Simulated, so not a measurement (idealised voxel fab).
Process module name: voxel air gaps
Cross-section cut spans 300 nm and uses square cells 5 nm in size.
A cross-section is a grid of square cells, given in bands from the top down. A band is one or more rows of cells.
Per band: top height and bottom height in nm, followed by the left-to-right materials and their widths in nm; "throughout" marks a single material spanning edge to edge, "empty" marks empty space.
We count height from 0. Below that, the starting wafer is all one material. The lowest band never ends at the bottom but goes on down; see "0 down" for how that is written.
Quick explanation for "30 to 40": the width changes in equal steps down the rows of cells, from the first number in the band's top row to the second number in its bottom row.
Basically "same as before" means that step didn't change any cell in the cross-section.
Any empty space of 8 cells or more lacking an open way to the top shows up in "Listed closed voids" as width x height at distance, distance from the left edge, in nm.
What comes after the settings on a step's line is commentary from the simulator itself on that step.
What "overlay nm" on a step's line means: if the step has a mask, that mask lay this far to the right of its planned place, or, when the value is negative, to the left.

# The process steps that were planned are listed below
1: RECEIVE, material Si
2: CONFORMAL_DEP, material SiO2, thk nm 10
3: CONFORMAL_DEP, material SiN, thk nm 5
4: DIRECTIONAL_DEP, material SiO2, thk nm 35
5: MASKED_ETCH, tone open, mask id LINES, width nm 15, pitch nm 40, etch materials SiO2, depth nm 35, overlay nm 0
6: CONFORMAL_DEP, material TiN, thk nm 5
7: FILL_DEP, material W, thk nm 10
8: CMP, height nm 50
9: EPI, material Ru, thk nm 10
10: SELECTIVE_ETCH, etch materials SiO2, depth nm 45
11: CONFORMAL_DEP, material SiCN, thk nm 5

# As-received wafer cross-section (after step 1)
- 0 down: Si throughout
- Listed closed voids: none

# First of two wafers: cross-section at end of module, run per plan
- 65 to 60: empty: 65, SiCN: 165, empty: 70
- 60 to 50: empty: 65, SiCN: 5, Ru: 35, SiCN: 5, Ru: 35, SiCN: 5, Ru: 35, SiCN: 5, Ru: 35, SiCN: 5, empty: 70
- 50 to 45: empty: 65, SiCN: 15, TiN: 5, W: 5, TiN: 5, SiCN: 25, TiN: 5, W: 5, TiN: 5, SiCN: 25, TiN: 5, W: 5, TiN: 5, SiCN: 25, TiN: 5, W: 5, TiN: 5, SiCN: 15, empty: 70
- 45 to 20: empty: 75, SiCN: 5, TiN: 5, W: 5, TiN: 5, SiCN: 5, empty: 15, SiCN: 5, TiN: 5, W: 5, TiN: 5, SiCN: 5, empty: 15, SiCN: 5, TiN: 5, W: 5, TiN: 5, SiCN: 5, empty: 15, SiCN: 5, TiN: 5, W: 5, TiN: 5, SiCN: 5, empty: 80
- 20 to 15: SiCN: 80, TiN: 15, SiCN: 25, TiN: 15, SiCN: 25, TiN: 15, SiCN: 25, TiN: 15, SiCN: 85
- 15 to 10: SiN throughout
- 10 to 0: SiO2 throughout
- 0 down: Si throughout
- Listed closed voids: 15 x 25 at 100; 15 x 25 at 140; 15 x 25 at 180

# Cross-section, second wafer: same start as the first, same plan as the first, one mistake in running it; taken at the end of the module
- 80 to 75: SiCN throughout
- 75 to 65: Ru throughout
- 65 to 55: W throughout
- 55 to 50: TiN: 85, W: 5, TiN: 35, W: 5, TiN: 35, W: 5, TiN: 35, W: 5, TiN: 90
- 50 to 20: SiO2: 80, TiN: 5, W: 5, TiN: 5, SiO2: 25, TiN: 5, W: 5, TiN: 5, SiO2: 25, TiN: 5, W: 5, TiN: 5, SiO2: 25, TiN: 5, W: 5, TiN: 5, SiO2: 85
- 20 to 15: SiO2: 80, TiN: 15, SiO2: 25, TiN: 15, SiO2: 25, TiN: 15, SiO2: 25, TiN: 15, SiO2: 85
- 15 to 10: SiN throughout
- 10 to 0: SiO2 throughout
- 0 down: Si throughout
- Listed closed voids: none
Heads up, the wafer didn't run the way we planned it: step 8 of the plan was excluded from execution and never run
Final wafer comparison in cells, second versus first, more or fewer per material: 64 more of Ru; 92 fewer of SiCN; 336 more of SiO2; 56 more of TiN; 124 more of W
In the final state there are 3 closed voids in the first wafer, compared with 0 in the second wafer.
